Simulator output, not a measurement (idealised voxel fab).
process module | voxel wiring stack
cross-section cut | 300 nm wide | cells 5 nm
A cross-section is a grid of square cells, given in bands from the top down. A band is one or more rows of cells.
Each band's line starts with the height of the band's top and of its bottom, in nm. Then come its materials from left to right, each with its width in nm. One material with "throughout" fills the band from edge to edge. "air" is empty space.
Height 0 is the level under which the wafer as received is all one material. The lowest band goes on downwards, as in "0 down".
A width such as "30 to 40" changes by the same amount from each row of cells to the next, from the band's top row to its bottom row.
"no change" after a step means that no cell of the cross-section changed.
closed voids: empty space of 8 cells or more with no open way to the top, each as width x height at its distance from the left edge, in nm
after a step's settings: what the simulator itself notes on the step
overlay nm, on a step with a mask: how far to the right of its planned place the mask lay; to the left if negative
plan
1 op RECEIVE | material Si
2 op CONFORMAL_DEP | material SiO2 | thk nm 15
3 op DIRECTIONAL_DEP | material TiN | thk nm 5
4 op DIRECTIONAL_DEP | material Ru | thk nm 25
5 op PATTERN | tone cover | mask id METAL_1 | material resist | width nm 20 | pitch nm 35 | thk nm 20 | overlay nm 0
6 op DIRECTIONAL_ETCH | etch materials Ru | depth nm 25
7 op DIRECTIONAL_ETCH | etch materials TiN | depth nm 5
8 op STRIP | etch materials resist
9 op FILL_DEP | material SiO2 | thk nm 5
10 op CMP | height nm 45
11 op CONFORMAL_DEP | material SiCN | thk nm 5
12 op DIRECTIONAL_DEP | material SiO2 | thk nm 30
13 op PATTERN | tone open | mask id METAL_2_HOLES | material resist | width nm 15 | pitch nm 35 | thk nm 20 | overlay nm 0
14 op DIRECTIONAL_ETCH | etch materials SiO2 | depth nm 30
15 op STRIP | etch materials resist
16 op PATTERN | tone open | mask id METAL_2 | material resist | width nm 20 | pitch nm 35 | thk nm 20 | overlay nm 0
17 op DIRECTIONAL_ETCH | etch materials SiO2 | depth nm 15
18 op DIRECTIONAL_ETCH | etch materials SiCN | depth nm 5
19 op STRIP | etch materials resist
20 op CONFORMAL_DEP | material TiN | thk nm 5
21 op FILL_DEP | material Cu | thk nm 10
22 op CMP | height nm 80
23 op CONFORMAL_DEP | material SiCN | thk nm 5
24 op DIRECTIONAL_DEP | material SiO2 | thk nm 10
25 op MASKED_ETCH | tone open | mask id PLUG_2 | width nm 15 | pitch nm 35 | etch materials SiO2 | depth nm 10 | overlay nm 0
26 op MASKED_ETCH | tone open | mask id PLUG_2 | width nm 15 | pitch nm 35 | etch materials SiCN | depth nm 5 | overlay nm 0
27 op EPI | material Ru | thk nm 10
28 op EPI | material Ru | thk nm 5
29 op DIRECTIONAL_DEP | material TiN | thk nm 5
30 op DIRECTIONAL_DEP | material Ru | thk nm 20
31 op MASKED_ETCH | tone cover | mask id METAL_3 | width nm 20 | pitch nm 35 | etch materials Ru | depth nm 20 | overlay nm 0
32 op MASKED_ETCH | tone cover | mask id METAL_3 | width nm 20 | pitch nm 35 | etch materials TiN | depth nm 5 | overlay nm 0
33 op FILL_DEP | material SiO2 | thk nm 10
34 op CMP | height nm 120
35 op CONFORMAL_DEP | material SiCN | thk nm 5
36 op DIRECTIONAL_DEP | material SiO2 | thk nm 20
37 op DIRECTIONAL_DEP | material aC | thk nm 10
38 op PATTERN | tone open | mask id PLUG_3 | material resist | width nm 15 | pitch nm 35 | thk nm 25 | overlay nm 0
39 op DIRECTIONAL_ETCH | etch materials aC | depth nm 10
40 op STRIP | etch materials resist
41 op DIRECTIONAL_ETCH | etch materials SiO2 | depth nm 20
42 op DIRECTIONAL_ETCH | etch materials SiCN | depth nm 5
43 op STRIP | etch materials aC
44 op CONFORMAL_DEP | material TiN | thk nm 5
45 op FILL_DEP | material Cu | thk nm 10
46 op CMP | height nm 145
47 op DIRECTIONAL_DEP | material TiN | thk nm 5
48 op DIRECTIONAL_DEP | material W | thk nm 25
49 op MASKED_ETCH | tone cover | mask id METAL_4 | width nm 20 | pitch nm 35 | etch materials W | depth nm 25 | overlay nm 0
50 op MASKED_ETCH | tone cover | mask id METAL_4 | width nm 20 | pitch nm 35 | etch materials TiN | depth nm 5 | overlay nm 0
51 op CONFORMAL_DEP | material SiN | thk nm 5
52 op FILL_DEP | material lowk | thk nm 5
53 op CMP | height nm 175
54 op CONFORMAL_DEP | material SiN | thk nm 5
first wafer, as planned
as received, after step 1
  0 down: Si throughout
  closed voids: none
after step 2
  15 to 0: SiO2 throughout
  below 0: unchanged
after step 3
  20 to 15: TiN throughout
  below 15: unchanged
after step 4
  45 to 20: Ru throughout
  below 20: unchanged
after step 5
  65 to 45: air 85 | resist 20 | air 15 | resist 20 | air 15 | resist 20 | air 15 | resist 20 | air 90
  below 45: unchanged
after step 6
  65 to 45: air 85 | resist 20 | air 15 | resist 20 | air 15 | resist 20 | air 15 | resist 20 | air 90
  45 to 20: air 85 | Ru 20 | air 15 | Ru 20 | air 15 | Ru 20 | air 15 | Ru 20 | air 90
  below 20: unchanged
after step 7
  65 to 45: air 85 | resist 20 | air 15 | resist 20 | air 15 | resist 20 | air 15 | resist 20 | air 90
  45 to 20: air 85 | Ru 20 | air 15 | Ru 20 | air 15 | Ru 20 | air 15 | Ru 20 | air 90
  20 to 15: air 85 | TiN 20 | air 15 | TiN 20 | air 15 | TiN 20 | air 15 | TiN 20 | air 90
  below 15: unchanged
after step 8
  45 to 20: air 85 | Ru 20 | air 15 | Ru 20 | air 15 | Ru 20 | air 15 | Ru 20 | air 90
  below 20: unchanged
after step 9
  50 to 45: SiO2 throughout
  45 to 20: SiO2 85 | Ru 20 | SiO2 15 | Ru 20 | SiO2 15 | Ru 20 | SiO2 15 | Ru 20 | SiO2 90
  20 to 15: SiO2 85 | TiN 20 | SiO2 15 | TiN 20 | SiO2 15 | TiN 20 | SiO2 15 | TiN 20 | SiO2 90
  below 15: unchanged
after step 10
  45 to 20: SiO2 85 | Ru 20 | SiO2 15 | Ru 20 | SiO2 15 | Ru 20 | SiO2 15 | Ru 20 | SiO2 90
  below 20: unchanged
after step 11
  50 to 45: SiCN throughout
  below 45: unchanged
after step 12
  80 to 50: SiO2 throughout
  below 50: unchanged
after step 13
  100 to 80: resist 85 | air 15 | resist 20 | air 15 | resist 20 | air 15 | resist 20 | air 15 | resist 95
  below 80: unchanged
after step 14
  100 to 80: resist 85 | air 15 | resist 20 | air 15 | resist 20 | air 15 | resist 20 | air 15 | resist 95
  80 to 50: SiO2 85 | air 15 | SiO2 20 | air 15 | SiO2 20 | air 15 | SiO2 20 | air 15 | SiO2 95
  below 50: unchanged
after step 15
  80 to 50: SiO2 85 | air 15 | SiO2 20 | air 15 | SiO2 20 | air 15 | SiO2 20 | air 15 | SiO2 95
  below 50: unchanged
after step 16
  100 to 80: resist 85 | air 20 | resist 15 | air 20 | resist 15 | air 20 | resist 15 | air 20 | resist 90
  below 80: unchanged
after step 17
  100 to 80: resist 85 | air 20 | resist 15 | air 20 | resist 15 | air 20 | resist 15 | air 20 | resist 90
  80 to 65: SiO2 85 | air 20 | SiO2 15 | air 20 | SiO2 15 | air 20 | SiO2 15 | air 20 | SiO2 90
  below 65: unchanged
after step 18
  100 to 80: resist 85 | air 20 | resist 15 | air 20 | resist 15 | air 20 | resist 15 | air 20 | resist 90
  80 to 65: SiO2 85 | air 20 | SiO2 15 | air 20 | SiO2 15 | air 20 | SiO2 15 | air 20 | SiO2 90
  65 to 50: SiO2 85 | air 15 | SiO2 20 | air 15 | SiO2 20 | air 15 | SiO2 20 | air 15 | SiO2 95
  50 to 45: SiCN 85 | air 15 | SiCN 20 | air 15 | SiCN 20 | air 15 | SiCN 20 | air 15 | SiCN 95
  below 45: unchanged
after step 19
  80 to 65: SiO2 85 | air 20 | SiO2 15 | air 20 | SiO2 15 | air 20 | SiO2 15 | air 20 | SiO2 90
  below 65: unchanged
after step 20
  85 to 80: TiN 90 | air 10 | TiN 25 | air 10 | TiN 25 | air 10 | TiN 25 | air 10 | TiN 95
  80 to 70: SiO2 85 | TiN 5 | air 10 | TiN 5 | SiO2 15 | TiN 5 | air 10 | TiN 5 | SiO2 15 | TiN 5 | air 10 | TiN 5 | SiO2 15 | TiN 5 | air 10 | TiN 5 | SiO2 90
  70 to 65: SiO2 85 | TiN 5 | air 5 | TiN 10 | SiO2 15 | TiN 5 | air 5 | TiN 10 | SiO2 15 | TiN 5 | air 5 | TiN 10 | SiO2 15 | TiN 5 | air 5 | TiN 10 | SiO2 90
  65 to 50: SiO2 85 | TiN 5 | air 5 | TiN 5 | SiO2 20 | TiN 5 | air 5 | TiN 5 | SiO2 20 | TiN 5 | air 5 | TiN 5 | SiO2 20 | TiN 5 | air 5 | TiN 5 | SiO2 95
  50 to 45: SiCN 85 | TiN 15 | SiCN 20 | TiN 15 | SiCN 20 | TiN 15 | SiCN 20 | TiN 15 | SiCN 95
  below 45: unchanged
after step 21
  95 to 85: Cu throughout
  85 to 80: TiN 90 | Cu 10 | TiN 25 | Cu 10 | TiN 25 | Cu 10 | TiN 25 | Cu 10 | TiN 95
  80 to 70: SiO2 85 | TiN 5 | Cu 10 | TiN 5 | SiO2 15 | TiN 5 | Cu 10 | TiN 5 | SiO2 15 | TiN 5 | Cu 10 | TiN 5 | SiO2 15 | TiN 5 | Cu 10 | TiN 5 | SiO2 90
  70 to 65: SiO2 85 | TiN 5 | Cu 5 | TiN 10 | SiO2 15 | TiN 5 | Cu 5 | TiN 10 | SiO2 15 | TiN 5 | Cu 5 | TiN 10 | SiO2 15 | TiN 5 | Cu 5 | TiN 10 | SiO2 90
  65 to 50: SiO2 85 | TiN 5 | Cu 5 | TiN 5 | SiO2 20 | TiN 5 | Cu 5 | TiN 5 | SiO2 20 | TiN 5 | Cu 5 | TiN 5 | SiO2 20 | TiN 5 | Cu 5 | TiN 5 | SiO2 95
  below 50: unchanged
after step 22
  80 to 70: SiO2 85 | TiN 5 | Cu 10 | TiN 5 | SiO2 15 | TiN 5 | Cu 10 | TiN 5 | SiO2 15 | TiN 5 | Cu 10 | TiN 5 | SiO2 15 | TiN 5 | Cu 10 | TiN 5 | SiO2 90
  below 70: unchanged
after step 23
  85 to 80: SiCN throughout
  below 80: unchanged
after step 24
  95 to 85: SiO2 throughout
  below 85: unchanged
after step 25
  95 to 85: SiO2 85 | air 15 | SiO2 20 | air 15 | SiO2 20 | air 15 | SiO2 20 | air 15 | SiO2 95
  below 85: unchanged
after step 26
  95 to 85: SiO2 85 | air 15 | SiO2 20 | air 15 | SiO2 20 | air 15 | SiO2 20 | air 15 | SiO2 95
  85 to 80: SiCN 85 | air 15 | SiCN 20 | air 15 | SiCN 20 | air 15 | SiCN 20 | air 15 | SiCN 95
  below 80: unchanged
after step 27
  95 to 90: SiO2 85 | air 15 | SiO2 20 | air 15 | SiO2 20 | air 15 | SiO2 20 | air 15 | SiO2 95
  90 to 85: SiO2 85 | Ru 15 | SiO2 20 | Ru 15 | SiO2 20 | Ru 15 | SiO2 20 | Ru 15 | SiO2 95
  85 to 80: SiCN 85 | Ru 15 | SiCN 20 | Ru 15 | SiCN 20 | Ru 15 | SiCN 20 | Ru 15 | SiCN 95
  below 80: unchanged
after step 28
  95 to 85: SiO2 85 | Ru 15 | SiO2 20 | Ru 15 | SiO2 20 | Ru 15 | SiO2 20 | Ru 15 | SiO2 95
  below 85: unchanged
after step 29
  100 to 95: TiN throughout
  below 95: unchanged
after step 30
  120 to 100: Ru throughout
  below 100: unchanged
after step 31
  120 to 100: air 85 | Ru 20 | air 15 | Ru 20 | air 15 | Ru 20 | air 15 | Ru 20 | air 90
  below 100: unchanged
after step 32
  120 to 100: air 85 | Ru 20 | air 15 | Ru 20 | air 15 | Ru 20 | air 15 | Ru 20 | air 90
  100 to 95: air 85 | TiN 20 | air 15 | TiN 20 | air 15 | TiN 20 | air 15 | TiN 20 | air 90
  below 95: unchanged
after step 33
  130 to 120: SiO2 throughout
  120 to 100: SiO2 85 | Ru 20 | SiO2 15 | Ru 20 | SiO2 15 | Ru 20 | SiO2 15 | Ru 20 | SiO2 90
  100 to 95: SiO2 85 | TiN 20 | SiO2 15 | TiN 20 | SiO2 15 | TiN 20 | SiO2 15 | TiN 20 | SiO2 90
  below 95: unchanged
after step 34
  120 to 100: SiO2 85 | Ru 20 | SiO2 15 | Ru 20 | SiO2 15 | Ru 20 | SiO2 15 | Ru 20 | SiO2 90
  below 100: unchanged
after step 35
  125 to 120: SiCN throughout
  below 120: unchanged
after step 36
  145 to 125: SiO2 throughout
  below 125: unchanged
after step 37
  155 to 145: aC throughout
  below 145: unchanged
after step 38
  180 to 155: resist 85 | air 15 | resist 20 | air 15 | resist 20 | air 15 | resist 20 | air 15 | resist 95
  below 155: unchanged
after step 39
  170 to 155: resist 85 | air 15 | resist 20 | air 15 | resist 20 | air 15 | resist 20 | air 15 | resist 95
  155 to 145: aC 85 | air 15 | aC 20 | air 15 | aC 20 | air 15 | aC 20 | air 15 | aC 95
  below 145: unchanged
after step 40
  155 to 145: aC 85 | air 15 | aC 20 | air 15 | aC 20 | air 15 | aC 20 | air 15 | aC 95
  below 145: unchanged
after step 41
  155 to 145: aC 85 | air 15 | aC 20 | air 15 | aC 20 | air 15 | aC 20 | air 15 | aC 95
  145 to 125: SiO2 85 | air 15 | SiO2 20 | air 15 | SiO2 20 | air 15 | SiO2 20 | air 15 | SiO2 95
  below 125: unchanged
after step 42
  155 to 145: aC 85 | air 15 | aC 20 | air 15 | aC 20 | air 15 | aC 20 | air 15 | aC 95
  145 to 125: SiO2 85 | air 15 | SiO2 20 | air 15 | SiO2 20 | air 15 | SiO2 20 | air 15 | SiO2 95
  125 to 120: SiCN 85 | air 15 | SiCN 20 | air 15 | SiCN 20 | air 15 | SiCN 20 | air 15 | SiCN 95
  below 120: unchanged
after step 43
  145 to 125: SiO2 85 | air 15 | SiO2 20 | air 15 | SiO2 20 | air 15 | SiO2 20 | air 15 | SiO2 95
  below 125: unchanged
after step 44
  150 to 145: TiN 90 | air 5 | TiN 30 | air 5 | TiN 30 | air 5 | TiN 30 | air 5 | TiN 100
  145 to 125: SiO2 85 | TiN 5 | air 5 | TiN 5 | SiO2 20 | TiN 5 | air 5 | TiN 5 | SiO2 20 | TiN 5 | air 5 | TiN 5 | SiO2 20 | TiN 5 | air 5 | TiN 5 | SiO2 95
  125 to 120: SiCN 85 | TiN 15 | SiCN 20 | TiN 15 | SiCN 20 | TiN 15 | SiCN 20 | TiN 15 | SiCN 95
  below 120: unchanged
after step 45
  160 to 150: Cu throughout
  150 to 145: TiN 90 | Cu 5 | TiN 30 | Cu 5 | TiN 30 | Cu 5 | TiN 30 | Cu 5 | TiN 100
  145 to 125: SiO2 85 | TiN 5 | Cu 5 | TiN 5 | SiO2 20 | TiN 5 | Cu 5 | TiN 5 | SiO2 20 | TiN 5 | Cu 5 | TiN 5 | SiO2 20 | TiN 5 | Cu 5 | TiN 5 | SiO2 95
  below 125: unchanged
after step 46
  145 to 125: SiO2 85 | TiN 5 | Cu 5 | TiN 5 | SiO2 20 | TiN 5 | Cu 5 | TiN 5 | SiO2 20 | TiN 5 | Cu 5 | TiN 5 | SiO2 20 | TiN 5 | Cu 5 | TiN 5 | SiO2 95
  below 125: unchanged
after step 47
  150 to 145: TiN throughout
  below 145: unchanged
after step 48
  175 to 150: W throughout
  below 150: unchanged
after step 49
  175 to 150: air 85 | W 20 | air 15 | W 20 | air 15 | W 20 | air 15 | W 20 | air 90
  below 150: unchanged
after step 50
  175 to 150: air 85 | W 20 | air 15 | W 20 | air 15 | W 20 | air 15 | W 20 | air 90
  150 to 145: air 85 | TiN 20 | air 15 | TiN 20 | air 15 | TiN 20 | air 15 | TiN 20 | air 90
  below 145: unchanged
after step 51
  180 to 175: air 80 | SiN 30 | air 5 | SiN 30 | air 5 | SiN 30 | air 5 | SiN 30 | air 85
  175 to 150: air 80 | SiN 5 | W 20 | SiN 5 | air 5 | SiN 5 | W 20 | SiN 5 | air 5 | SiN 5 | W 20 | SiN 5 | air 5 | SiN 5 | W 20 | SiN 5 | air 85
  150 to 145: SiN 85 | TiN 20 | SiN 15 | TiN 20 | SiN 15 | TiN 20 | SiN 15 | TiN 20 | SiN 90
  below 145: unchanged
after step 52
  185 to 180: lowk throughout
  180 to 175: lowk 80 | SiN 30 | lowk 5 | SiN 30 | lowk 5 | SiN 30 | lowk 5 | SiN 30 | lowk 85
  175 to 150: lowk 80 | SiN 5 | W 20 | SiN 5 | lowk 5 | SiN 5 | W 20 | SiN 5 | lowk 5 | SiN 5 | W 20 | SiN 5 | lowk 5 | SiN 5 | W 20 | SiN 5 | lowk 85
  below 150: unchanged
after step 53
  175 to 150: lowk 80 | SiN 5 | W 20 | SiN 5 | lowk 5 | SiN 5 | W 20 | SiN 5 | lowk 5 | SiN 5 | W 20 | SiN 5 | lowk 5 | SiN 5 | W 20 | SiN 5 | lowk 85
  below 150: unchanged
after step 54
  180 to 175: SiN throughout
  below 175: unchanged
second wafer: like start, like plan, one mistake. Through step 28 it matches the first wafer
when step 29 should have ended
  115 to 95: Ru throughout
  below 95: unchanged
when step 30 should have ended
  120 to 115: TiN throughout
  below 115: unchanged
when step 31 should have ended: no change
when step 32 should have ended
  120 to 115: air 85 | TiN 20 | air 15 | TiN 20 | air 15 | TiN 20 | air 15 | TiN 20 | air 90
  below 115: unchanged
when step 33 should have ended
  130 to 120: SiO2 throughout
  120 to 115: SiO2 85 | TiN 20 | SiO2 15 | TiN 20 | SiO2 15 | TiN 20 | SiO2 15 | TiN 20 | SiO2 90
  below 115: unchanged
when step 34 should have ended
  120 to 115: SiO2 85 | TiN 20 | SiO2 15 | TiN 20 | SiO2 15 | TiN 20 | SiO2 15 | TiN 20 | SiO2 90
  below 115: unchanged
when step 35 should have ended
  125 to 120: SiCN throughout
  below 120: unchanged
when step 36 should have ended
  145 to 125: SiO2 throughout
  below 125: unchanged
when step 37 should have ended
  155 to 145: aC throughout
  below 145: unchanged
when step 38 should have ended
  180 to 155: resist 85 | air 15 | resist 20 | air 15 | resist 20 | air 15 | resist 20 | air 15 | resist 95
  below 155: unchanged
when step 39 should have ended
  170 to 155: resist 85 | air 15 | resist 20 | air 15 | resist 20 | air 15 | resist 20 | air 15 | resist 95
  155 to 145: aC 85 | air 15 | aC 20 | air 15 | aC 20 | air 15 | aC 20 | air 15 | aC 95
  below 145: unchanged
when step 40 should have ended
  155 to 145: aC 85 | air 15 | aC 20 | air 15 | aC 20 | air 15 | aC 20 | air 15 | aC 95
  below 145: unchanged
when step 41 should have ended
  155 to 145: aC 85 | air 15 | aC 20 | air 15 | aC 20 | air 15 | aC 20 | air 15 | aC 95
  145 to 125: SiO2 85 | air 15 | SiO2 20 | air 15 | SiO2 20 | air 15 | SiO2 20 | air 15 | SiO2 95
  below 125: unchanged
when step 42 should have ended
  155 to 145: aC 85 | air 15 | aC 20 | air 15 | aC 20 | air 15 | aC 20 | air 15 | aC 95
  145 to 125: SiO2 85 | air 15 | SiO2 20 | air 15 | SiO2 20 | air 15 | SiO2 20 | air 15 | SiO2 95
  125 to 120: SiCN 85 | air 15 | SiCN 20 | air 15 | SiCN 20 | air 15 | SiCN 20 | air 15 | SiCN 95
  below 120: unchanged
when step 43 should have ended
  145 to 125: SiO2 85 | air 15 | SiO2 20 | air 15 | SiO2 20 | air 15 | SiO2 20 | air 15 | SiO2 95
  below 125: unchanged
when step 44 should have ended
  150 to 145: TiN 90 | air 5 | TiN 30 | air 5 | TiN 30 | air 5 | TiN 30 | air 5 | TiN 100
  145 to 125: SiO2 85 | TiN 5 | air 5 | TiN 5 | SiO2 20 | TiN 5 | air 5 | TiN 5 | SiO2 20 | TiN 5 | air 5 | TiN 5 | SiO2 20 | TiN 5 | air 5 | TiN 5 | SiO2 95
  125 to 120: SiCN 85 | TiN 15 | SiCN 20 | TiN 15 | SiCN 20 | TiN 15 | SiCN 20 | TiN 15 | SiCN 95
  below 120: unchanged
when step 45 should have ended
  160 to 150: Cu throughout
  150 to 145: TiN 90 | Cu 5 | TiN 30 | Cu 5 | TiN 30 | Cu 5 | TiN 30 | Cu 5 | TiN 100
  145 to 125: SiO2 85 | TiN 5 | Cu 5 | TiN 5 | SiO2 20 | TiN 5 | Cu 5 | TiN 5 | SiO2 20 | TiN 5 | Cu 5 | TiN 5 | SiO2 20 | TiN 5 | Cu 5 | TiN 5 | SiO2 95
  below 125: unchanged
when step 46 should have ended
  145 to 125: SiO2 85 | TiN 5 | Cu 5 | TiN 5 | SiO2 20 | TiN 5 | Cu 5 | TiN 5 | SiO2 20 | TiN 5 | Cu 5 | TiN 5 | SiO2 20 | TiN 5 | Cu 5 | TiN 5 | SiO2 95
  below 125: unchanged
when step 47 should have ended
  150 to 145: TiN throughout
  below 145: unchanged
when step 48 should have ended
  175 to 150: W throughout
  below 150: unchanged
when step 49 should have ended
  175 to 150: air 85 | W 20 | air 15 | W 20 | air 15 | W 20 | air 15 | W 20 | air 90
  below 150: unchanged
when step 50 should have ended
  175 to 150: air 85 | W 20 | air 15 | W 20 | air 15 | W 20 | air 15 | W 20 | air 90
  150 to 145: air 85 | TiN 20 | air 15 | TiN 20 | air 15 | TiN 20 | air 15 | TiN 20 | air 90
  below 145: unchanged
when step 51 should have ended
  180 to 175: air 80 | SiN 30 | air 5 | SiN 30 | air 5 | SiN 30 | air 5 | SiN 30 | air 85
  175 to 150: air 80 | SiN 5 | W 20 | SiN 5 | air 5 | SiN 5 | W 20 | SiN 5 | air 5 | SiN 5 | W 20 | SiN 5 | air 5 | SiN 5 | W 20 | SiN 5 | air 85
  150 to 145: SiN 85 | TiN 20 | SiN 15 | TiN 20 | SiN 15 | TiN 20 | SiN 15 | TiN 20 | SiN 90
  below 145: unchanged
when step 52 should have ended
  185 to 180: lowk throughout
  180 to 175: lowk 80 | SiN 30 | lowk 5 | SiN 30 | lowk 5 | SiN 30 | lowk 5 | SiN 30 | lowk 85
  175 to 150: lowk 80 | SiN 5 | W 20 | SiN 5 | lowk 5 | SiN 5 | W 20 | SiN 5 | lowk 5 | SiN 5 | W 20 | SiN 5 | lowk 5 | SiN 5 | W 20 | SiN 5 | lowk 85
  below 150: unchanged
when step 53 should have ended
  175 to 150: lowk 80 | SiN 5 | W 20 | SiN 5 | lowk 5 | SiN 5 | W 20 | SiN 5 | lowk 5 | SiN 5 | W 20 | SiN 5 | lowk 5 | SiN 5 | W 20 | SiN 5 | lowk 85
  below 150: unchanged
when step 54 should have ended
  180 to 175: SiN throughout
  below 175: unchanged
what went wrong: steps 29 and 30 were swapped
at the end the second wafer has, in cells: 176 more of Ru | 176 fewer of SiO2
